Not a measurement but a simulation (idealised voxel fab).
A process module follows: voxel ribs on slabs.
Cross-section cut spans 290 nm and uses square cells 5 nm in size.
A cross-section is a grid of square cells, given in bands from the top down. A band is one or more rows of cells.
Per band: top height and bottom height in nm, followed by the left-to-right materials and their widths in nm; "full width" marks a single material spanning edge to edge, "empty" marks empty space.
Measure heights from 0. That's the level where, below it, the as-received wafer is all one material. The lowest band is bottomless and extends downward; write it as in "top 0, no bottom".
So if you see something like "30..40" for the width, read it as the top row of the band sitting at the first number and the bottom row at the second, with every row in between moving by the same amount as the last.
"stayed the same" -> step changed no cross-section cell.
Enclosed voids (no open way to top), threshold 8 cells or more, entry "Completely sealed voids", notation width x height at distance, distance from left edge, nm.
after a step's settings: what the simulator itself notes on the step
"overlay nm" answers the question of how far to the right of plan the mask lay on a step that has a mask, and when it is negative the answer is to the left.

**Here's what the planned process steps look like**
| 1 | RECEIVE with material Si |
| 2 | DIRECTIONAL_DEP with material SiO2, thk nm 30 |
| 3 | DIRECTIONAL_DEP with material polySi, thk nm 20 |
| 4 | DIRECTIONAL_DEP with material aC, thk nm 15 |
| 5 | PATTERN with tone cover, mask id RIB, material resist, width nm 25, thk nm 30, overlay nm 0 |
| 6 | DIRECTIONAL_ETCH with etch materials aC, depth nm 15 |
| 7 | STRIP with etch materials resist |
| 8 | DIRECTIONAL_ETCH with etch materials polySi, depth nm 10 |
| 9 | STRIP with etch materials aC |
| 10 | MASKED_ETCH with tone cover, mask id SLAB, width nm 65, etch materials polySi, depth nm 10, overlay nm 0 |
| 11 | FILL_DEP with material SiO2, thk nm 30 |
| 12 | CMP with height nm 70 |
| 13 | DIRECTIONAL_DEP with material W, thk nm 10 |
| 14 | DIRECTIONAL_DEP with material aC, thk nm 15 |
| 15 | PATTERN with tone cover, mask id HEATER, material resist, width nm 35, thk nm 35, overlay nm 0 |
| 16 | DIRECTIONAL_ETCH with etch materials aC, depth nm 15 |
| 17 | STRIP with etch materials resist |
| 18 | DIRECTIONAL_ETCH with etch materials W, depth nm 10 |
| 19 | STRIP with etch materials aC |
| 20 | CONFORMAL_DEP with material SiO2, thk nm 10 |

**As-received wafer cross-section (after step 1)**
- top 0, no bottom: Si full width
- Completely sealed voids: none

**Figure: cross-sectional view of the wafer upon completion of the module, processed from the initial state and according to the plan depicted above, with one error introduced during execution**
- top 90, bottom 80: empty 115 nm  SiO2 55 nm  empty 120 nm
- top 80, bottom 70: SiO2 125 nm  W 35 nm  SiO2 130 nm
- top 70, bottom 50: SiO2 full width
- top 50, bottom 40: SiO2 110 nm  polySi 20 nm  SiO2 25 nm  polySi 20 nm  SiO2 115 nm
- top 40, bottom 30: polySi full width
- top 30, bottom 0: SiO2 full width
- top 0, no bottom: Si full width
- Completely sealed voids: none
what went wrong: rather than as planned, step 5 actually ran as PATTERN with tone open, mask id RIB, material resist, width nm 25, thk nm 30, overlay nm 0
